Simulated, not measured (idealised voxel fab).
Process module name: voxel double patterning
Displayed cross-section: cut, width of 295 nm, square cells sized 5 nm.
Bands, listed from the top down, are how a cross-section gets written in this document; the cross-section itself is a grid of square cells, and a band is one or more rows of them. Heights first: top, then bottom, in nm. Then materials, left to right, each with a width in nm. "full width" on a single material: fills the band edge to edge. "empty": empty space. Heights are reckoned from 0. Under this level, the received wafer is all of one material. The bottommost band is open-ended downward, for example "0..down". Width spec "30->40" -> top row of cells at first value, bottom row at second value, equal per-row change in between. Step note "no modifications" = no cross-section cell changed. This entry, "Closed empty spaces", enumerates those empty regions of no fewer than 8 cells that possess no open connection to the top. Each region is reported in the form width x height at distance, the distance being taken from the left edge, with all three quantities expressed in nm. Where a step's line continues beyond its settings, the continuation is a remark by the simulator itself on that step. "overlay nm", when on a step's line for a step with a mask, measures how far to the right of its planned place the mask lay; a negative measure means to the left.

-- So here's the lineup of process steps we planned
1) RECEIVE,material Si
2) CONFORMAL_DEP,material SiN,thk nm 5
3) DIRECTIONAL_DEP,material SiO2,thk nm 10
4) DIRECTIONAL_DEP,material SiCN,thk nm 10
5) MASKED_ETCH,tone open,mask id FIRST,width nm 15,pitch nm 50,etch materials SiCN,depth nm 10,overlay nm 0
6) PATTERN,tone open,mask id SECOND,material resist,width nm 15,thk nm 15,overlay nm 0
7) DIRECTIONAL_ETCH,etch materials SiCN,depth nm 10
8) STRIP,etch materials resist
9) DIRECTIONAL_ETCH,etch materials SiO2,depth nm 10
10) STRIP,etch materials SiCN

-- So this is the incoming wafer in cross-section - it's already been through step 1
    0..down  Si full width
    Closed empty spaces: none

-- Result of the module, cross-sectioned: start per above, plan per above, one error in how it was run
    15..5  110 of SiO2 | 25 of empty | 5 of SiO2 | 15 of empty | 5 of SiO2 | 25 of empty | 110 of SiO2
    5..0  SiN full width
    0..down  Si full width
    Closed empty spaces: none
Misprocessing identified: step 5 did not happen as planned, as run it was MASKED_ETCH,tone open,mask id FIRST,width nm 25,pitch nm 50,etch materials SiCN,depth nm 10,overlay nm 0
